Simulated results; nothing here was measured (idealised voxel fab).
process module | voxel fin reveal
cross-section cut | 200 nm wide | cells 5 nm
A cross-section is a grid of square cells, given in bands from the top down. A band is one or more rows of cells.
Each band's line starts with the height of the band's top and of its bottom, in nm. Then come its materials from left to right, each with its width in nm. One material with "throughout" fills the band from edge to edge. "air" is empty space.
Height 0 is the level under which the wafer as received is all one material. The lowest band goes on downwards, as in "0 down".
A width such as "30 to 40" changes by the same amount from each row of cells to the next, from the band's top row to its bottom row.
"no change" after a step means that no cell of the cross-section changed.
closed voids: empty space of 8 cells or more with no open way to the top, each as width x height at its distance from the left edge, in nm
after a step's settings: what the simulator itself notes on the step
overlay nm, on a step with a mask: how far to the right of its planned place the mask lay; to the left if negative
plan
1 op RECEIVE | material Si
2 op CONFORMAL_DEP | material SiN | thk nm 5
3 op DIRECTIONAL_DEP | material aC | thk nm 10
4 op PATTERN | tone cover | mask id FINS | material resist | width nm 15 | pitch nm 35 | thk nm 30 | overlay nm 0
5 op DIRECTIONAL_ETCH | etch materials aC | depth nm 10
6 op STRIP | etch materials resist
7 op DIRECTIONAL_ETCH | etch materials SiN | depth nm 5
8 op DIRECTIONAL_ETCH | etch materials Si | depth nm 25
9 op STRIP | etch materials aC
10 op OXIDIZE | depth nm 5
11 op FILL_DEP | material SiO2 | thk nm 5
12 op CMP | height nm 5
13 op SELECTIVE_ETCH | etch materials SiO2 | depth nm 20
14 op STRIP | etch materials SiN
varied across the wafers: depth nm of step 8. The plan shows the first wafer's value. All wafers start alike
first wafer as received, after step 1
  0 down: Si throughout
  closed voids: none
each wafer at the end: cells of each material gained (+) or lost (-) since it was received, then its closed voids
depth nm 25 | -216 Si | +108 SiO2 | closed voids: none
depth nm 30 | -252 Si | +144 SiO2 | closed voids: none
depth nm 35 | -288 Si | +180 SiO2 | closed voids: none
depth nm 40 | -324 Si | +216 SiO2 | closed voids: none
depth nm 45 | -360 Si | +252 SiO2 | closed voids: none
depth nm 50 | -396 Si | +288 SiO2 | closed voids: none
